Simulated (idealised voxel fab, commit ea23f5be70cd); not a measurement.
This section sets out a process module, namely voxel wiring stack.
Pictured: cross-section cut, 225 nm wide, on a grid of 5 nm square cells.
Cross-section, as written here: a square-cell grid given band by band from the top down, where a band holds one or more rows of cells. Quick guide to a band line: top height, bottom height (nm) up front; then every material left to right with its width in nm. Only one material and it's marked "full width"? Then it fills the band edge to edge. And "empty" just means empty space. Note: height 0 marks the level under which the wafer is uniformly one material as received. Lowest band unbounded below, written "z 0 and below". Read "30 to 40" as a graded width: first number on top, second number at the bottom, same change between each pair of neighbouring rows. "left unchanged" (step): cross-section cells unchanged, all of them. If an empty space has no open way to the top and is at least 8 cells in size, "Closed internal voids" lists it, written width x height at distance, where distance is measured from the left edge and every value is in nm. On each step's line, the part that comes after the settings is the simulator's own comment on the step. The optional step-line setting "overlay nm" applies to steps with a mask and quantifies how far to the right of its planned location the mask lay, a negative value indicating leftward placement. If you're wondering how to read the rest of this, here's the deal. It's pairs of cross-sections: one from before a process step, one from after it. The after one is only drawn as far down as the lowest band that changed. Right under each pair you'll see which step sits between them and what its settings were. Don't read the pairs as one continuous story, though. They can come from different runs of this module on the same starting wafer, and a pair only carries on from the one above it where its entry headed "Pre-step condition" says so.
# Pre-step condition
	z 120 to 100 = 30 nm empty, then 25 nm W, then 20 nm empty, then 25 nm W, then 20 nm empty, then 25 nm W, then 20 nm empty, then 25 nm W, then 35 nm empty
	z 100 to 95 = 30 nm empty, then 25 nm TiN, then 20 nm empty, then 25 nm TiN, then 20 nm empty, then 25 nm TiN, then 20 nm empty, then 25 nm TiN, then 35 nm empty
	z 95 to 80 = 35 nm SiO2, then 5 nm Cu, then 85 nm SiO2, then 5 nm Cu, then 95 nm SiO2
	z 80 to 75 = 30 nm SiCN, then 15 nm SiO2, then 75 nm SiCN, then 15 nm SiO2, then 90 nm SiCN
	z 75 to 65 = 30 nm lowk, then 5 nm TiN, then 15 nm Cu, then 5 nm TiN, then 20 nm lowk, then 5 nm TiN, then 15 nm Cu, then 5 nm TiN, then 20 nm lowk, then 5 nm TiN, then 15 nm Cu, then 5 nm TiN, then 20 nm lowk, then 5 nm TiN, then 15 nm Cu, then 5 nm TiN, then 35 nm lowk
	z 65 to 60 = 30 nm lowk, then 5 nm TiN, then 5 nm Cu, then 15 nm TiN, then 20 nm lowk, then 5 nm TiN, then 5 nm Cu, then 15 nm TiN, then 20 nm lowk, then 5 nm TiN, then 5 nm Cu, then 15 nm TiN, then 20 nm lowk, then 5 nm TiN, then 5 nm Cu, then 15 nm TiN, then 35 nm lowk
	z 60 to 50 = 30 nm lowk, then 5 nm TiN, then 5 nm Cu, then 5 nm TiN, then 30 nm lowk, then 5 nm TiN, then 5 nm Cu, then 5 nm TiN, then 30 nm lowk, then 5 nm TiN, then 5 nm Cu, then 5 nm TiN, then 30 nm lowk, then 5 nm TiN, then 5 nm Cu, then 5 nm TiN, then 45 nm lowk
	z 50 to 45 = 30 nm SiCN, then 15 nm TiN, then 30 nm SiCN, then 15 nm TiN, then 30 nm SiCN, then 15 nm TiN, then 30 nm SiCN, then 15 nm TiN, then 45 nm SiCN
	z 45 to 20 = 30 nm SiO2, then 5 nm TiN, then 15 nm W, then 5 nm TiN, then 20 nm SiO2, then 5 nm TiN, then 15 nm W, then 5 nm TiN, then 20 nm SiO2, then 5 nm TiN, then 15 nm W, then 5 nm TiN, then 20 nm SiO2, then 5 nm TiN, then 15 nm W, then 5 nm TiN, then 35 nm SiO2
	z 20 to 15 = 30 nm SiCN, then 25 nm TiN, then 20 nm SiCN, then 25 nm TiN, then 20 nm SiCN, then 25 nm TiN, then 20 nm SiCN, then 25 nm TiN, then 35 nm SiCN
	z 15 to 0 = SiO2 full width
	z 0 and below = Si full width
	Closed internal voids: none
# Cross-Section Thereafter
	z 125 to 120 = 25 nm empty, then 35 nm SiCN, then 10 nm empty, then 35 nm SiCN, then 10 nm empty, then 35 nm SiCN, then 10 nm empty, then 35 nm SiCN, then 30 nm empty
	z 120 to 100 = 25 nm empty, then 5 nm SiCN, then 25 nm W, then 5 nm SiCN, then 10 nm empty, then 5 nm SiCN, then 25 nm W, then 5 nm SiCN, then 10 nm empty, then 5 nm SiCN, then 25 nm W, then 5 nm SiCN, then 10 nm empty, then 5 nm SiCN, then 25 nm W, then 5 nm SiCN, then 30 nm empty
	z 100 to 95 = 30 nm SiCN, then 25 nm TiN, then 20 nm SiCN, then 25 nm TiN, then 20 nm SiCN, then 25 nm TiN, then 20 nm SiCN, then 25 nm TiN, then 35 nm SiCN
	Below 95, the layers are the same as they were.
	Closed internal voids: none
The before and after cross-sections above are linked by CONFORMAL_DEP, material SiCN, thk nm 5
Pre-step condition: It is represented by the cross-section appearing after the step of the pair directly above.
# Cross-Section Thereafter
	z 135 to 125 = SiO2 full width
	z 125 to 120 = 25 nm SiO2, then 35 nm SiCN, then 10 nm SiO2, then 35 nm SiCN, then 10 nm SiO2, then 35 nm SiCN, then 10 nm SiO2, then 35 nm SiCN, then 30 nm SiO2
	z 120 to 100 = 25 nm SiO2, then 5 nm SiCN, then 25 nm W, then 5 nm SiCN, then 10 nm SiO2, then 5 nm SiCN, then 25 nm W, then 5 nm SiCN, then 10 nm SiO2, then 5 nm SiCN, then 25 nm W, then 5 nm SiCN, then 10 nm SiO2, then 5 nm SiCN, then 25 nm W, then 5 nm SiCN, then 30 nm SiO2
	Below 100, the layers are the same as they were.
	Closed internal voids: none
The before and after cross-sections above are linked by FILL_DEP, material SiO2, thk nm 10
Pre-step condition: It is represented by the cross-section appearing after the step of the pair directly above.
# Cross-Section Thereafter
	z 120 to 100 = 25 nm SiO2, then 5 nm SiCN, then 25 nm W, then 5 nm SiCN, then 10 nm SiO2, then 5 nm SiCN, then 25 nm W, then 5 nm SiCN, then 10 nm SiO2, then 5 nm SiCN, then 25 nm W, then 5 nm SiCN, then 10 nm SiO2, then 5 nm SiCN, then 25 nm W, then 5 nm SiCN, then 30 nm SiO2
	Below 100, the layers are the same as they were.
	Closed internal voids: none
The before and after cross-sections above are linked by CMP, height nm 120
Pre-step condition: It is represented by the cross-section appearing after the step of the pair directly above.
# Cross-Section Thereafter
	z 125 to 120 = SiCN full width
	Below 120, the layers are the same as they were.
	Closed internal voids: none
The before and after cross-sections above are linked by CONFORMAL_DEP, material SiCN, thk nm 5
Pre-step condition: It is represented by the cross-section appearing after the step of the pair directly above.
# Cross-Section Thereafter
	z 150 to 125 = lowk full width
	Below 125, the layers are the same as they were.
	Closed internal voids: none
The before and after cross-sections above are linked by DIRECTIONAL_DEP, material lowk, thk nm 25
Pre-step condition: It is represented by the cross-section appearing after the step of the pair directly above.
# Cross-Section Thereafter
	z 165 to 150 = 30 nm resist, then 25 nm empty, then 20 nm resist, then 25 nm empty, then 20 nm resist, then 25 nm empty, then 20 nm resist, then 25 nm empty, then 35 nm resist
	Below 150, the layers are the same as they were.
	Closed internal voids: none
The before and after cross-sections above are linked by PATTERN, tone open, mask id METAL_4, material resist, width nm 25, pitch nm 45, thk nm 15, overlay nm 0
Pre-step condition: It is represented by the cross-section appearing after the step of the pair directly above.
# Cross-Section Thereafter
	z 165 to 150 = 30 nm resist, then 25 nm empty, then 20 nm resist, then 25 nm empty, then 20 nm resist, then 25 nm empty, then 20 nm resist, then 25 nm empty, then 35 nm resist
	z 150 to 135 = 30 nm lowk, then 25 nm empty, then 20 nm lowk, then 25 nm empty, then 20 nm lowk, then 25 nm empty, then 20 nm lowk, then 25 nm empty, then 35 nm lowk
	Below 135, the layers are the same as they were.
	Closed internal voids: none
The before and after cross-sections above are linked by DIRECTIONAL_ETCH, etch materials lowk, depth nm 15
Pre-step condition: It is represented by the cross-section appearing after the step of the pair directly above.
# Cross-Section Thereafter
	z 150 to 135 = 30 nm lowk, then 25 nm empty, then 20 nm lowk, then 25 nm empty, then 20 nm lowk, then 25 nm empty, then 20 nm lowk, then 25 nm empty, then 35 nm lowk
	Below 135, the layers are the same as they were.
	Closed internal voids: none
The before and after cross-sections above are linked by STRIP, etch materials resist
Pre-step condition: It is represented by the cross-section appearing after the step of the pair directly above.
# Cross-Section Thereafter
	z 160 to 150 = 30 nm aC, then 25 nm empty, then 20 nm aC, then 25 nm empty, then 20 nm aC, then 25 nm empty, then 20 nm aC, then 25 nm empty, then 35 nm aC
	z 150 to 145 = 30 nm lowk, then 25 nm empty, then 20 nm lowk, then 25 nm empty, then 20 nm lowk, then 25 nm empty, then 20 nm lowk, then 25 nm empty, then 35 nm lowk
	z 145 to 135 = 30 nm lowk, then 25 nm aC, then 20 nm lowk, then 25 nm aC, then 20 nm lowk, then 25 nm aC, then 20 nm lowk, then 25 nm aC, then 35 nm lowk
	Below 135, the layers are the same as they were.
	Closed internal voids: none
The before and after cross-sections above are linked by DIRECTIONAL_DEP, material aC, thk nm 10
Pre-step condition: It is represented by the cross-section appearing after the step of the pair directly above.
# Cross-Section Thereafter
	z 190 to 160 = 30 nm resist, then 15 nm empty, then 30 nm resist, then 15 nm empty, then 30 nm resist, then 15 nm empty, then 30 nm resist, then 15 nm empty, then 45 nm resist
	z 160 to 150 = 30 nm aC, then 15 nm empty, then 10 nm resist, then 20 nm aC, then 15 nm empty, then 10 nm resist, then 20 nm aC, then 15 nm empty, then 10 nm resist, then 20 nm aC, then 15 nm empty, then 10 nm resist, then 35 nm aC
	z 150 to 145 = 30 nm lowk, then 15 nm empty, then 10 nm resist, then 20 nm lowk, then 15 nm empty, then 10 nm resist, then 20 nm lowk, then 15 nm empty, then 10 nm resist, then 20 nm lowk, then 15 nm empty, then 10 nm resist, then 35 nm lowk
	Below 145, the layers are the same as they were.
	Closed internal voids: none
The before and after cross-sections above are linked by PATTERN, tone open, mask id METAL_4_HOLES, material resist, width nm 15, pitch nm 45, thk nm 30, overlay nm 0
Pre-step condition: It is represented by the cross-section appearing after the step of the pair directly above.
# Cross-Section Thereafter
	z 180 to 160 = 30 nm resist, then 15 nm empty, then 30 nm resist, then 15 nm empty, then 30 nm resist, then 15 nm empty, then 30 nm resist, then 15 nm empty, then 45 nm resist
	z 160 to 150 = 30 nm aC, then 15 nm empty, then 10 nm resist, then 20 nm aC, then 15 nm empty, then 10 nm resist, then 20 nm aC, then 15 nm empty, then 10 nm resist, then 20 nm aC, then 15 nm empty, then 10 nm resist, then 35 nm aC
	z 150 to 145 = 30 nm lowk, then 15 nm empty, then 10 nm resist, then 20 nm lowk, then 15 nm empty, then 10 nm resist, then 20 nm lowk, then 15 nm empty, then 10 nm resist, then 20 nm lowk, then 15 nm empty, then 10 nm resist, then 35 nm lowk
	z 145 to 135 = 30 nm lowk, then 15 nm empty, then 10 nm aC, then 20 nm lowk, then 15 nm empty, then 10 nm aC, then 20 nm lowk, then 15 nm empty, then 10 nm aC, then 20 nm lowk, then 15 nm empty, then 10 nm aC, then 35 nm lowk
	Below 135, the layers are the same as they were.
	Closed internal voids: none
The before and after cross-sections above are linked by DIRECTIONAL_ETCH, etch materials aC, depth nm 10
Pre-step condition: It is represented by the cross-section appearing after the step of the pair directly above.
# Cross-Section Thereafter
	z 160 to 150 = 30 nm aC, then 25 nm empty, then 20 nm aC, then 25 nm empty, then 20 nm aC, then 25 nm empty, then 20 nm aC, then 25 nm empty, then 35 nm aC
	z 150 to 145 = 30 nm lowk, then 25 nm empty, then 20 nm lowk, then 25 nm empty, then 20 nm lowk, then 25 nm empty, then 20 nm lowk, then 25 nm empty, then 35 nm lowk
	Below 145, the layers are the same as they were.
	Closed internal voids: none
The before and after cross-sections above are linked by STRIP, etch materials resist
Pre-step condition: It is represented by the cross-section appearing after the step of the pair directly above.
# Cross-Section Thereafter
	z 160 to 150 = 30 nm aC, then 25 nm empty, then 20 nm aC, then 25 nm empty, then 20 nm aC, then 25 nm empty, then 20 nm aC, then 25 nm empty, then 35 nm aC
	z 150 to 145 = 30 nm lowk, then 25 nm empty, then 20 nm lowk, then 25 nm empty, then 20 nm lowk, then 25 nm empty, then 20 nm lowk, then 25 nm empty, then 35 nm lowk
	z 145 to 135 = 30 nm lowk, then 15 nm empty, then 10 nm aC, then 20 nm lowk, then 15 nm empty, then 10 nm aC, then 20 nm lowk, then 15 nm empty, then 10 nm aC, then 20 nm lowk, then 15 nm empty, then 10 nm aC, then 35 nm lowk
	z 135 to 125 = 30 nm lowk, then 15 nm empty, then 30 nm lowk, then 15 nm empty, then 30 nm lowk, then 15 nm empty, then 30 nm lowk, then 15 nm empty, then 45 nm lowk
	Below 125, the layers are the same as they were.
	Closed internal voids: none
The before and after cross-sections above are linked by DIRECTIONAL_ETCH, etch materials lowk, depth nm 10
Pre-step condition: It is represented by the cross-section appearing after the step of the pair directly above.
# Cross-Section Thereafter
	z 160 to 150 = 30 nm aC, then 25 nm empty, then 20 nm aC, then 25 nm empty, then 20 nm aC, then 25 nm empty, then 20 nm aC, then 25 nm empty, then 35 nm aC
	z 150 to 145 = 30 nm lowk, then 25 nm empty, then 20 nm lowk, then 25 nm empty, then 20 nm lowk, then 25 nm empty, then 20 nm lowk, then 25 nm empty, then 35 nm lowk
	z 145 to 135 = 30 nm lowk, then 15 nm empty, then 10 nm aC, then 20 nm lowk, then 15 nm empty, then 10 nm aC, then 20 nm lowk, then 15 nm empty, then 10 nm aC, then 20 nm lowk, then 15 nm empty, then 10 nm aC, then 35 nm lowk
	z 135 to 125 = 30 nm lowk, then 15 nm empty, then 30 nm lowk, then 15 nm empty, then 30 nm lowk, then 15 nm empty, then 30 nm lowk, then 15 nm empty, then 45 nm lowk
	z 125 to 120 = 30 nm SiCN, then 15 nm empty, then 30 nm SiCN, then 15 nm empty, then 30 nm SiCN, then 15 nm empty, then 30 nm SiCN, then 15 nm empty, then 45 nm SiCN
	Below 120, the layers are the same as they were.
	Closed internal voids: none
The before and after cross-sections above are linked by DIRECTIONAL_ETCH, etch materials SiCN, depth nm 5
Pre-step condition: It is represented by the cross-section appearing after the step of the pair directly above.
# Cross-Section Thereafter
	z 150 to 135 = 30 nm lowk, then 25 nm empty, then 20 nm lowk, then 25 nm empty, then 20 nm lowk, then 25 nm empty, then 20 nm lowk, then 25 nm empty, then 35 nm lowk
	Below 135, the layers are the same as they were.
	Closed internal voids: none
The before and after cross-sections above are linked by STRIP, etch materials aC
Pre-step condition: It is represented by the cross-section appearing after the step of the pair directly above.
# Cross-Section Thereafter
	z 155 to 150 = 35 nm TiN, then 15 nm empty, then 30 nm TiN, then 15 nm empty, then 30 nm TiN, then 15 nm empty, then 30 nm TiN, then 15 nm empty, then 40 nm TiN
	z 150 to 140 = 30 nm lowk, then 5 nm TiN, then 15 nm empty, then 5 nm TiN, then 20 nm lowk, then 5 nm TiN, then 15 nm empty, then 5 nm TiN, then 20 nm lowk, then 5 nm TiN, then 15 nm empty, then 5 nm TiN, then 20 nm lowk, then 5 nm TiN, then 15 nm empty, then 5 nm TiN, then 35 nm lowk
	z 140 to 135 = 30 nm lowk, then 5 nm TiN, then 5 nm empty, then 15 nm TiN, then 20 nm lowk, then 5 nm TiN, then 5 nm empty, then 15 nm TiN, then 20 nm lowk, then 5 nm TiN, then 5 nm empty, then 15 nm TiN, then 20 nm lowk, then 5 nm TiN, then 5 nm empty, then 15 nm TiN, then 35 nm lowk
	z 135 to 125 = 30 nm lowk, then 5 nm TiN, then 5 nm empty, then 5 nm TiN, then 30 nm lowk, then 5 nm TiN, then 5 nm empty, then 5 nm TiN, then 30 nm lowk, then 5 nm TiN, then 5 nm empty, then 5 nm TiN, then 30 nm lowk, then 5 nm TiN, then 5 nm empty, then 5 nm TiN, then 45 nm lowk
	z 125 to 120 = 30 nm SiCN, then 15 nm TiN, then 30 nm SiCN, then 15 nm TiN, then 30 nm SiCN, then 15 nm TiN, then 30 nm SiCN, then 15 nm TiN, then 45 nm SiCN
	Below 120, the layers are the same as they were.
	Closed internal voids: none
The before and after cross-sections above are linked by CONFORMAL_DEP, material TiN, thk nm 5
Pre-step condition: It is represented by the cross-section appearing after the step of the pair directly above.
# Cross-Section Thereafter
	z 165 to 155 = Ru full width
	z 155 to 150 = 35 nm TiN, then 15 nm Ru, then 30 nm TiN, then 15 nm Ru, then 30 nm TiN, then 15 nm Ru, then 30 nm TiN, then 15 nm Ru, then 40 nm TiN
	z 150 to 140 = 30 nm lowk, then 5 nm TiN, then 15 nm Ru, then 5 nm TiN, then 20 nm lowk, then 5 nm TiN, then 15 nm Ru, then 5 nm TiN, then 20 nm lowk, then 5 nm TiN, then 15 nm Ru, then 5 nm TiN, then 20 nm lowk, then 5 nm TiN, then 15 nm Ru, then 5 nm TiN, then 35 nm lowk
	z 140 to 135 = 30 nm lowk, then 5 nm TiN, then 5 nm Ru, then 15 nm TiN, then 20 nm lowk, then 5 nm TiN, then 5 nm Ru, then 15 nm TiN, then 20 nm lowk, then 5 nm TiN, then 5 nm Ru, then 15 nm TiN, then 20 nm lowk, then 5 nm TiN, then 5 nm Ru, then 15 nm TiN, then 35 nm lowk
	z 135 to 125 = 30 nm lowk, then 5 nm TiN, then 5 nm Ru, then 5 nm TiN, then 30 nm lowk, then 5 nm TiN, then 5 nm Ru, then 5 nm TiN, then 30 nm lowk, then 5 nm TiN, then 5 nm Ru, then 5 nm TiN, then 30 nm lowk, then 5 nm TiN, then 5 nm Ru, then 5 nm TiN, then 45 nm lowk
	Below 125, the layers are the same as they were.
	Closed internal voids: none
The before and after cross-sections above are linked by FILL_DEP, material Ru, thk nm 10
Pre-step condition: It is represented by the cross-section appearing after the step of the pair directly above.
# Cross-Section Thereafter
	z 150 to 140 = 30 nm lowk, then 5 nm TiN, then 15 nm Ru, then 5 nm TiN, then 20 nm lowk, then 5 nm TiN, then 15 nm Ru, then 5 nm TiN, then 20 nm lowk, then 5 nm TiN, then 15 nm Ru, then 5 nm TiN, then 20 nm lowk, then 5 nm TiN, then 15 nm Ru, then 5 nm TiN, then 35 nm lowk
	Below 140, the layers are the same as they were.
	Closed internal voids: none
The before and after cross-sections above are linked by CMP, height nm 150
Pre-step condition: It is represented by the cross-section appearing after the step of the pair directly above.
# Cross-Section Thereafter
	z 155 to 150 = SiCN full width
	Below 150, the layers are the same as they were.
	Closed internal voids: none
The before and after cross-sections above are linked by CONFORMAL_DEP, material SiCN, thk nm 5
# Pre-step condition
	z 150 to 125 = lowk full width
	z 125 to 120 = SiCN full width
	z 120 to 100 = 25 nm SiO2, then 5 nm SiCN, then 25 nm W, then 5 nm SiCN, then 10 nm SiO2, then 5 nm SiCN, then 25 nm W, then 5 nm SiCN, then 10 nm SiO2, then 5 nm SiCN, then 25 nm W, then 5 nm SiCN, then 10 nm SiO2, then 5 nm SiCN, then 25 nm W, then 5 nm SiCN, then 30 nm SiO2
	z 100 to 95 = 30 nm SiCN, then 25 nm TiN, then 20 nm SiCN, then 25 nm TiN, then 20 nm SiCN, then 25 nm TiN, then 20 nm SiCN, then 25 nm TiN, then 35 nm SiCN
	z 95 to 80 = 30 nm SiO2, then 5 nm TiN, then 5 nm Cu, then 5 nm TiN, then 75 nm SiO2, then 5 nm TiN, then 5 nm Cu, then 5 nm TiN, then 90 nm SiO2
	z 80 to 75 = 30 nm SiCN, then 15 nm TiN, then 75 nm SiCN, then 15 nm TiN, then 90 nm SiCN
	z 75 to 65 = 30 nm lowk, then 5 nm TiN, then 15 nm Cu, then 5 nm TiN, then 20 nm lowk, then 5 nm TiN, then 15 nm Cu, then 5 nm TiN, then 20 nm lowk, then 5 nm TiN, then 15 nm Cu, then 5 nm TiN, then 20 nm lowk, then 5 nm TiN, then 15 nm Cu, then 5 nm TiN, then 35 nm lowk
	z 65 to 60 = 30 nm lowk, then 5 nm TiN, then 5 nm Cu, then 15 nm TiN, then 20 nm lowk, then 5 nm TiN, then 5 nm Cu, then 15 nm TiN, then 20 nm lowk, then 5 nm TiN, then 5 nm Cu, then 15 nm TiN, then 20 nm lowk, then 5 nm TiN, then 5 nm Cu, then 15 nm TiN, then 35 nm lowk
	z 60 to 50 = 30 nm lowk, then 5 nm TiN, then 5 nm Cu, then 5 nm TiN, then 30 nm lowk, then 5 nm TiN, then 5 nm Cu, then 5 nm TiN, then 30 nm lowk, then 5 nm TiN, then 5 nm Cu, then 5 nm TiN, then 30 nm lowk, then 5 nm TiN, then 5 nm Cu, then 5 nm TiN, then 45 nm lowk
	z 50 to 45 = 30 nm SiCN, then 15 nm TiN, then 30 nm SiCN, then 15 nm TiN, then 30 nm SiCN, then 15 nm TiN, then 30 nm SiCN, then 15 nm TiN, then 45 nm SiCN
	z 45 to 20 = 30 nm SiO2, then 5 nm TiN, then 15 nm W, then 5 nm TiN, then 20 nm SiO2, then 5 nm TiN, then 15 nm W, then 5 nm TiN, then 20 nm SiO2, then 5 nm TiN, then 15 nm W, then 5 nm TiN, then 20 nm SiO2, then 5 nm TiN, then 15 nm W, then 5 nm TiN, then 35 nm SiO2
	z 20 to 15 = 30 nm SiCN, then 25 nm TiN, then 20 nm SiCN, then 25 nm TiN, then 20 nm SiCN, then 25 nm TiN, then 20 nm SiCN, then 25 nm TiN, then 35 nm SiCN
	z 15 to 0 = SiO2 full width
	z 0 and below = Si full width
	Closed internal voids: none
# Cross-Section Thereafter
	z 165 to 150 = 30 nm empty, then 25 nm resist, then 20 nm empty, then 25 nm resist, then 20 nm empty, then 25 nm resist, then 20 nm empty, then 25 nm resist, then 35 nm empty
	Below 150, the layers are the same as they were.
	Closed internal voids: none
The before and after cross-sections above are linked by PATTERN, tone cover, mask id METAL_4, material resist, width nm 25, pitch nm 45, thk nm 15, overlay nm 0
Pre-step condition: It is represented by the cross-section appearing after the step of the pair directly above.
# Cross-Section Thereafter
	z 165 to 150 = 30 nm empty, then 25 nm resist, then 20 nm empty, then 25 nm resist, then 20 nm empty, then 25 nm resist, then 20 nm empty, then 25 nm resist, then 35 nm empty
	z 150 to 135 = 30 nm empty, then 25 nm lowk, then 20 nm empty, then 25 nm lowk, then 20 nm empty, then 25 nm lowk, then 20 nm empty, then 25 nm lowk, then 35 nm empty
	Below 135, the layers are the same as they were.
	Closed internal voids: none
The before and after cross-sections above are linked by DIRECTIONAL_ETCH, etch materials lowk, depth nm 15
Pre-step condition: It is represented by the cross-section appearing after the step of the pair directly above.
# Cross-Section Thereafter
	z 150 to 135 = 30 nm empty, then 25 nm lowk, then 20 nm empty, then 25 nm lowk, then 20 nm empty, then 25 nm lowk, then 20 nm empty, then 25 nm lowk, then 35 nm empty
	Below 135, the layers are the same as they were.
	Closed internal voids: none
The before and after cross-sections above are linked by STRIP, etch materials resist
Pre-step condition: It is represented by the cross-section appearing after the step of the pair directly above.
# Cross-Section Thereafter
	z 160 to 150 = 30 nm empty, then 25 nm aC, then 20 nm empty, then 25 nm aC, then 20 nm empty, then 25 nm aC, then 20 nm empty, then 25 nm aC, then 35 nm empty
	z 150 to 145 = 30 nm empty, then 25 nm lowk, then 20 nm empty, then 25 nm lowk, then 20 nm empty, then 25 nm lowk, then 20 nm empty, then 25 nm lowk, then 35 nm empty
	z 145 to 135 = 30 nm aC, then 25 nm lowk, then 20 nm aC, then 25 nm lowk, then 20 nm aC, then 25 nm lowk, then 20 nm aC, then 25 nm lowk, then 35 nm aC
	Below 135, the layers are the same as they were.
	Closed internal voids: none
The before and after cross-sections above are linked by DIRECTIONAL_DEP, material aC, thk nm 10
Pre-step condition: It is represented by the cross-section appearing after the step of the pair directly above.
# Cross-Section Thereafter
	z 190 to 160 = 30 nm resist, then 15 nm empty, then 30 nm resist, then 15 nm empty, then 30 nm resist, then 15 nm empty, then 30 nm resist, then 15 nm empty, then 45 nm resist
	z 160 to 150 = 30 nm resist, then 25 nm aC, then 20 nm resist, then 25 nm aC, then 20 nm resist, then 25 nm aC, then 20 nm resist, then 25 nm aC, then 35 nm resist
	z 150 to 145 = 30 nm resist, then 25 nm lowk, then 20 nm resist, then 25 nm lowk, then 20 nm resist, then 25 nm lowk, then 20 nm resist, then 25 nm lowk, then 35 nm resist
	Below 145, the layers are the same as they were.
	Closed internal voids: none
The before and after cross-sections above are linked by PATTERN, tone open, mask id METAL_4_HOLES, material resist, width nm 15, pitch nm 45, thk nm 30, overlay nm 0
Pre-step condition: It is represented by the cross-section appearing after the step of the pair directly above.
# Cross-Section Thereafter
	z 180 to 160 = 30 nm resist, then 15 nm empty, then 30 nm resist, then 15 nm empty, then 30 nm resist, then 15 nm empty, then 30 nm resist, then 15 nm empty, then 45 nm resist
	z 160 to 150 = 30 nm resist, then 15 nm empty, then 10 nm aC, then 20 nm resist, then 15 nm empty, then 10 nm aC, then 20 nm resist, then 15 nm empty, then 10 nm aC, then 20 nm resist, then 15 nm empty, then 10 nm aC, then 35 nm resist
	Below 150, the layers are the same as they were.
	Closed internal voids: none
The before and after cross-sections above are linked by DIRECTIONAL_ETCH, etch materials aC, depth nm 10
Pre-step condition: It is represented by the cross-section appearing after the step of the pair directly above.
# Cross-Section Thereafter
	z 160 to 150 = 45 nm empty, then 10 nm aC, then 35 nm empty, then 10 nm aC, then 35 nm empty, then 10 nm aC, then 35 nm empty, then 10 nm aC, then 35 nm empty
	z 150 to 145 = 30 nm empty, then 25 nm lowk, then 20 nm empty, then 25 nm lowk, then 20 nm empty, then 25 nm lowk, then 20 nm empty, then 25 nm lowk, then 35 nm empty
	Below 145, the layers are the same as they were.
	Closed internal voids: none
The before and after cross-sections above are linked by STRIP, etch materials resist
Pre-step condition: It is represented by the cross-section appearing after the step of the pair directly above.
# Cross-Section Thereafter
	z 160 to 150 = 45 nm empty, then 10 nm aC, then 35 nm empty, then 10 nm aC, then 35 nm empty, then 10 nm aC, then 35 nm empty, then 10 nm aC, then 35 nm empty
	z 150 to 145 = 45 nm empty, then 10 nm lowk, then 35 nm empty, then 10 nm lowk, then 35 nm empty, then 10 nm lowk, then 35 nm empty, then 10 nm lowk, then 35 nm empty
	z 145 to 140 = 30 nm aC, then 15 nm empty, then 10 nm lowk, then 20 nm aC, then 15 nm empty, then 10 nm lowk, then 20 nm aC, then 15 nm empty, then 10 nm lowk, then 20 nm aC, then 15 nm empty, then 10 nm lowk, then 35 nm aC
	Below 140, the layers are the same as they were.
	Closed internal voids: none
The before and after cross-sections above are linked by DIRECTIONAL_ETCH, etch materials lowk, depth nm 10
Pre-step condition: It is represented by the cross-section appearing after the step of the pair directly above.
# Cross-Section Thereafter
	z 150 to 140 = 45 nm empty, then 10 nm lowk, then 35 nm empty, then 10 nm lowk, then 35 nm empty, then 10 nm lowk, then 35 nm empty, then 10 nm lowk, then 35 nm empty
	z 140 to 135 = 30 nm empty, then 25 nm lowk, then 20 nm empty, then 25 nm lowk, then 20 nm empty, then 25 nm lowk, then 20 nm empty, then 25 nm lowk, then 35 nm empty
	Below 135, the layers are the same as they were.
	Closed internal voids: none
The before and after cross-sections above are linked by STRIP, etch materials aC
Pre-step condition: It is represented by the cross-section appearing after the step of the pair directly above.
# Cross-Section Thereafter
	z 155 to 150 = 40 nm empty, then 20 nm TiN, then 25 nm empty, then 20 nm TiN, then 25 nm empty, then 20 nm TiN, then 25 nm empty, then 20 nm TiN, then 30 nm empty
	z 150 to 140 = 40 to 25 nm empty, then 5 to 20 nm TiN, then 10 nm lowk, then 5 nm TiN, then 25 to 10 nm empty, then 5 to 20 nm TiN, then 10 nm lowk, then 5 nm TiN, then 25 to 10 nm empty, then 5 to 20 nm TiN, then 10 nm lowk, then 5 nm TiN, then 25 to 10 nm empty, then 5 to 20 nm TiN, then 10 nm lowk, then 5 nm TiN, then 30 nm empty
	z 140 to 135 = 30 nm TiN, then 25 nm lowk, then 20 nm TiN, then 25 nm lowk, then 20 nm TiN, then 25 nm lowk, then 20 nm TiN, then 25 nm lowk, then 35 nm TiN
	Below 135, the layers are the same as they were.
	Closed internal voids: none
The before and after cross-sections above are linked by CONFORMAL_DEP, material TiN, thk nm 5
Pre-step condition: It is represented by the cross-section appearing after the step of the pair directly above.
# Cross-Section Thereafter
	z 165 to 155 = Ru full width
	z 155 to 150 = 40 nm Ru, then 20 nm TiN, then 25 nm Ru, then 20 nm TiN, then 25 nm Ru, then 20 nm TiN, then 25 nm Ru, then 20 nm TiN, then 30 nm Ru
	z 150 to 140 = 40 to 25 nm Ru, then 5 to 20 nm TiN, then 10 nm lowk, then 5 nm TiN, then 25 to 10 nm Ru, then 5 to 20 nm TiN, then 10 nm lowk, then 5 nm TiN, then 25 to 10 nm Ru, then 5 to 20 nm TiN, then 10 nm lowk, then 5 nm TiN, then 25 to 10 nm Ru, then 5 to 20 nm TiN, then 10 nm lowk, then 5 nm TiN, then 30 nm Ru
	Below 140, the layers are the same as they were.
	Closed internal voids: none
The before and after cross-sections above are linked by FILL_DEP, material Ru, thk nm 10
Pre-step condition: It is represented by the cross-section appearing after the step of the pair directly above.
# Cross-Section Thereafter
	z 150 to 140 = 40 to 25 nm Ru, then 5 to 20 nm TiN, then 10 nm lowk, then 5 nm TiN, then 25 to 10 nm Ru, then 5 to 20 nm TiN, then 10 nm lowk, then 5 nm TiN, then 25 to 10 nm Ru, then 5 to 20 nm TiN, then 10 nm lowk, then 5 nm TiN, then 25 to 10 nm Ru, then 5 to 20 nm TiN, then 10 nm lowk, then 5 nm TiN, then 30 nm Ru
	Below 140, the layers are the same as they were.
	Closed internal voids: none
The before and after cross-sections above are linked by CMP, height nm 150
Pre-step condition: It is represented by the cross-section appearing after the step of the pair directly above.
# Cross-Section Thereafter
	z 155 to 150 = SiCN full width
	Below 150, the layers are the same as they were.
	Closed internal voids: none
The before and after cross-sections above are linked by CONFORMAL_DEP, material SiCN, thk nm 5
